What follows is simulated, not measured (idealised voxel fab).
The process module that follows is named voxel fin reveal.
Xsec cut, 200 nm wide, square cell size 5 nm.
Heads up, the way a cross-section reads in here is a grid of square cells, handed over as bands from the top down, with every band being one or more rows of cells.
Top, bottom (nm), then materials left to right with widths (nm); lone material tagged "edge to edge" fills the whole band edge to edge; "air" = empty space.
The level at which height equals 0 is the one under which the wafer, as it arrives, is entirely one material. No lower edge exists for the bottom band, which continues downward and is notated as in "0 nm and below".
Width: "30 to 40" (first number = top row, second number = bottom row, same change from row to row of cells).
The designation "no change", where it is given for a processing step, indicates that no cell of the cross-section was altered in the course of that step.
Each empty space that has no open way to the top and spans at least 8 cells appears under "Closed void list" as width x height at distance, the distance counted from the left edge, all in nm.
The remark found on a step's line after its settings is issued by the simulator itself and pertains to that step.
The setting "overlay nm" may be written on the line of a step. When the step uses a mask, the value reports how far to the right of the planned place the mask lay, and a negative value reports that it lay to the left.
The planned process steps are enumerated hereunder:
1. op RECEIVE | material Si
2. op CONFORMAL_DEP | material SiN | thk nm 5
3. op MASKED_ETCH | tone cover | mask id FINS | width nm 15 | pitch nm 40 | etch materials SiN | depth nm 5 | overlay nm 0
4. op MASKED_ETCH | tone cover | mask id FINS | width nm 15 | pitch nm 40 | etch materials Si | depth nm 40 | overlay nm 0
5. op OXIDIZE | depth nm 5
6. op FILL_DEP | material SiO2 | thk nm 5
7. op CMP | height nm 5
8. op SELECTIVE_ETCH | etch materials SiO2 | depth nm 20
9. op STRIP | etch materials SiN
On the first of the two wafers: run conducted according to plan:
As-received state of the wafer in cross-section, equivalent to post-step 1:
	0 nm and below  Si edge to edge
	Closed void list: none
Sectional view: wafer, after step 2:
	5 nm to 0 nm  SiN edge to edge
	Under the height 0 nothing was changed.
Sectional view: wafer, after step 3:
	5 nm to 0 nm  air 50 nm  SiN 15 nm  air 25 nm  SiN 15 nm  air 25 nm  SiN 15 nm  air 55 nm
	Under the height 0 nothing was changed.
Sectional view: wafer, after step 4:
	5 nm to 0 nm  air 50 nm  SiN 15 nm  air 25 nm  SiN 15 nm  air 25 nm  SiN 15 nm  air 55 nm
	0 nm to -40 nm  air 50 nm  Si 15 nm  air 25 nm  Si 15 nm  air 25 nm  Si 15 nm  air 55 nm
	Under the height -40 nothing was changed.
Sectional view: wafer, after step 5:
	5 nm to 0 nm  air 50 nm  SiN 15 nm  air 25 nm  SiN 15 nm  air 25 nm  SiN 15 nm  air 55 nm
	0 nm to -40 nm  air 50 nm  SiO2 5 nm  Si 5 nm  SiO2 5 nm  air 25 nm  SiO2 5 nm  Si 5 nm  SiO2 5 nm  air 25 nm  SiO2 5 nm  Si 5 nm  SiO2 5 nm  air 55 nm
	-40 nm to -45 nm  SiO2 55 nm  Si 5 nm  SiO2 35 nm  Si 5 nm  SiO2 35 nm  Si 5 nm  SiO2 60 nm
	Under the height -45 nothing was changed.
Sectional view: wafer, after step 6:
	10 nm to 5 nm  SiO2 edge to edge
	5 nm to 0 nm  SiO2 50 nm  SiN 15 nm  SiO2 25 nm  SiN 15 nm  SiO2 25 nm  SiN 15 nm  SiO2 55 nm
	0 nm to -45 nm  SiO2 55 nm  Si 5 nm  SiO2 35 nm  Si 5 nm  SiO2 35 nm  Si 5 nm  SiO2 60 nm
	Under the height -45 nothing was changed.
Sectional view: wafer, after step 7:
	5 nm to 0 nm  SiO2 50 nm  SiN 15 nm  SiO2 25 nm  SiN 15 nm  SiO2 25 nm  SiN 15 nm  SiO2 55 nm
	Under the height 0 nothing was changed.
Sectional view: wafer, after step 8:
	5 nm to 0 nm  air 50 nm  SiN 15 nm  air 25 nm  SiN 15 nm  air 25 nm  SiN 15 nm  air 55 nm
	0 nm to -15 nm  air 55 nm  Si 5 nm  air 35 nm  Si 5 nm  air 35 nm  Si 5 nm  air 60 nm
	Under the height -15 nothing was changed.
Sectional view: wafer, after step 9:
	0 nm to -15 nm  air 55 nm  Si 5 nm  air 35 nm  Si 5 nm  air 35 nm  Si 5 nm  air 60 nm
	Under the height -15 nothing was changed.
Now the other wafer: same start, same recipe, but we messed up one thing when running it. Up to and including step 8 it's the same as the first one:
Here is the second wafer in cross-section at the point where step 9 of the plan should have been done: no change
Where did the run depart from the plan? step 9 of the plan got skipped, so it never ran
Count the cells at the end and the second wafer has more or fewer of some materials than the first: SiN +9
